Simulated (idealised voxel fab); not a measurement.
process module | voxel wiring stack
cross-section cut | 230 nm wide | cells 5 nm
A cross-section is a grid of square cells, given in bands from the top down. A band is one or more rows of cells.
Each band's line starts with the height of the band's top and of its bottom, in nm. Then come its materials from left to right, each with its width in nm. One material with "throughout" fills the band from edge to edge. "air" is empty space.
Height 0 is the level under which the wafer as received is all one material. The lowest band goes on downwards, as in "0 down".
A width such as "30 to 40" changes by the same amount from each row of cells to the next, from the band's top row to its bottom row.
"no change" after a step means that no cell of the cross-section changed.
closed voids: empty space of 8 cells or more with no open way to the top, each as width x height at its distance from the left edge, in nm
after a step's settings: what the simulator itself notes on the step
overlay nm, on a step with a mask: how far to the right of its planned place the mask lay; to the left if negative
plan
1 op RECEIVE | material Si
2 op CONFORMAL_DEP | material SiO2 | thk nm 10
3 op DIRECTIONAL_DEP | material TiN | thk nm 5
4 op DIRECTIONAL_DEP | material Ru | thk nm 25
5 op PATTERN | tone cover | mask id METAL_1 | material resist | width nm 20 | pitch nm 35 | thk nm 15 | overlay nm 0
6 op DIRECTIONAL_ETCH | etch materials Ru | depth nm 25
7 op DIRECTIONAL_ETCH | etch materials TiN | depth nm 5
8 op STRIP | etch materials resist
9 op CONFORMAL_DEP | material SiCN | thk nm 5
10 op FILL_DEP | material SiO2 | thk nm 10
11 op CMP | height nm 40
12 op CONFORMAL_DEP | material SiCN | thk nm 5
13 op DIRECTIONAL_DEP | material SiO2 | thk nm 20
14 op MASKED_ETCH | tone open | mask id PLUG_1 | width nm 15 | pitch nm 70 | etch materials SiO2 | depth nm 20 | overlay nm 0
15 op MASKED_ETCH | tone open | mask id PLUG_1 | width nm 15 | pitch nm 70 | etch materials SiCN | depth nm 5 | overlay nm 0
16 op EPI | material Ru | thk nm 10
17 op EPI | material Ru | thk nm 10
18 op EPI | material Ru | thk nm 5
19 op CONFORMAL_DEP | material SiCN | thk nm 5
20 op DIRECTIONAL_DEP | material SiO2 | thk nm 15
21 op DIRECTIONAL_DEP | material aC | thk nm 10
22 op PATTERN | tone open | mask id METAL_2 | material resist | width nm 20 | pitch nm 35 | thk nm 25 | overlay nm 0
23 op DIRECTIONAL_ETCH | etch materials aC | depth nm 10
24 op STRIP | etch materials resist
25 op DIRECTIONAL_ETCH | etch materials SiO2 | depth nm 15
26 op DIRECTIONAL_ETCH | etch materials SiCN | depth nm 5
27 op STRIP | etch materials aC
28 op CONFORMAL_DEP | material TiN | thk nm 5
29 op FILL_DEP | material Ru | thk nm 10
30 op CMP | height nm 85
31 op CONFORMAL_DEP | material SiCN | thk nm 5
32 op DIRECTIONAL_DEP | material SiO2 | thk nm 20
33 op PATTERN | tone open | mask id PLUG_2 | material resist | width nm 15 | pitch nm 70 | thk nm 20 | overlay nm 0
34 op DIRECTIONAL_ETCH | etch materials SiO2 | depth nm 20
35 op DIRECTIONAL_ETCH | etch materials SiCN | depth nm 5
36 op STRIP | etch materials resist
37 op CONFORMAL_DEP | material TiN | thk nm 5
38 op FILL_DEP | material Ru | thk nm 5
39 op CMP | height nm 110
40 op CONFORMAL_DEP | material SiN | thk nm 5
41 op DIRECTIONAL_DEP | material lowk | thk nm 20
42 op PATTERN | tone open | mask id METAL_3 | material resist | width nm 20 | pitch nm 35 | thk nm 15 | overlay nm 0
43 op DIRECTIONAL_ETCH | etch materials lowk | depth nm 20
44 op DIRECTIONAL_ETCH | etch materials SiN | depth nm 5
45 op STRIP | etch materials resist
46 op CONFORMAL_DEP | material TiN | thk nm 5
47 op FILL_DEP | material Cu | thk nm 5
48 op CMP | height nm 135
49 op CONFORMAL_DEP | material SiCN | thk nm 5
50 op DIRECTIONAL_DEP | material lowk | thk nm 25
51 op MASKED_ETCH | tone open | mask id METAL_4_HOLES | width nm 15 | pitch nm 35 | etch materials lowk | depth nm 25 | overlay nm 0
52 op MASKED_ETCH | tone open | mask id METAL_4 | width nm 20 | pitch nm 35 | etch materials lowk | depth nm 15 | overlay nm 0
53 op MASKED_ETCH | tone open | mask id METAL_4 | width nm 20 | pitch nm 35 | etch materials SiCN | depth nm 5 | overlay nm 0
54 op CONFORMAL_DEP | material TiN | thk nm 5
55 op FILL_DEP | material Cu | thk nm 10
56 op CMP | height nm 165
57 op CONFORMAL_DEP | material SiCN | thk nm 5
as received, after step 1
  0 down: Si throughout
  closed voids: none
a wafer at the end: this start, this plan, one mistake
  170 to 165: SiCN throughout
  165 to 155: lowk 50 | TiN 5 | Cu 10 | TiN 5 | lowk 15 | TiN 5 | Cu 10 | TiN 5 | lowk 15 | TiN 5 | Cu 10 | TiN 5 | lowk 15 | TiN 5 | Cu 10 | TiN 5 | lowk 55
  155 to 150: lowk 50 | TiN 5 | Cu 5 | TiN 10 | lowk 15 | TiN 5 | Cu 5 | TiN 10 | lowk 15 | TiN 5 | Cu 5 | TiN 10 | lowk 15 | TiN 5 | Cu 5 | TiN 10 | lowk 55
  150 to 140: lowk 50 | TiN 5 | Cu 5 | TiN 5 | lowk 20 | TiN 5 | Cu 5 | TiN 5 | lowk 20 | TiN 5 | Cu 5 | TiN 5 | lowk 20 | TiN 5 | Cu 5 | TiN 5 | lowk 60
  140 to 135: SiCN 50 | TiN 15 | SiCN 20 | TiN 15 | SiCN 20 | TiN 15 | SiCN 20 | TiN 15 | SiCN 60
  135 to 115: lowk 50 | TiN 5 | Cu 10 | TiN 5 | lowk 15 | TiN 5 | Cu 10 | TiN 5 | lowk 15 | TiN 5 | Cu 10 | TiN 5 | lowk 15 | TiN 5 | Cu 10 | TiN 5 | lowk 55
  115 to 110: SiN 50 | TiN 20 | SiN 15 | TiN 20 | SiN 15 | TiN 20 | SiN 15 | TiN 20 | SiN 55
  110 to 90: SiO2 50 | TiN 5 | Ru 5 | TiN 5 | SiO2 55 | TiN 5 | Ru 5 | TiN 5 | SiO2 95
  90 to 85: SiCN 50 | TiN 15 | SiCN 55 | TiN 15 | SiCN 95
  85 to 80: SiO2 50 | TiN 5 | Ru 10 | TiN 5 | SiO2 15 | TiN 5 | Ru 10 | TiN 5 | SiO2 15 | TiN 5 | Ru 10 | TiN 5 | SiO2 15 | TiN 5 | Ru 10 | TiN 5 | SiO2 55
  80 to 75: SiO2 35 | SiCN 15 | TiN 20 | SiCN 10 | SiO2 5 | TiN 5 | Ru 10 | TiN 5 | SiCN 15 | TiN 20 | SiCN 10 | SiO2 5 | TiN 5 | Ru 10 | TiN 5 | SiO2 55
  75 to 70: SiO2 35 | SiCN 5 | Ru 35 | SiCN 5 | SiO2 5 | TiN 5 | Ru 10 | TiN 5 | SiCN 5 | Ru 35 | SiCN 5 | SiO2 5 | TiN 5 | Ru 10 | TiN 5 | SiO2 55
  70 to 65: SiCN 40 | Ru 35 | SiCN 10 | TiN 20 | SiCN 5 | Ru 35 | SiCN 10 | TiN 20 | SiCN 55
  65 to 45: SiO2 50 | Ru 15 | SiO2 55 | Ru 15 | SiO2 95
  45 to 40: SiCN 50 | Ru 15 | SiCN 55 | Ru 15 | SiCN 95
  40 to 15: SiO2 45 | SiCN 5 | Ru 20 | SiCN 5 | SiO2 5 | SiCN 5 | Ru 20 | SiCN 5 | SiO2 5 | SiCN 5 | Ru 20 | SiCN 5 | SiO2 5 | SiCN 5 | Ru 20 | SiCN 5 | SiO2 50
  15 to 10: SiCN 50 | TiN 20 | SiCN 15 | TiN 20 | SiCN 15 | TiN 20 | SiCN 15 | TiN 20 | SiCN 55
  10 to 0: SiO2 throughout
  0 down: Si throughout
  closed voids: none
what went wrong: one of the steps 16 and 17, which are alike, was run twice
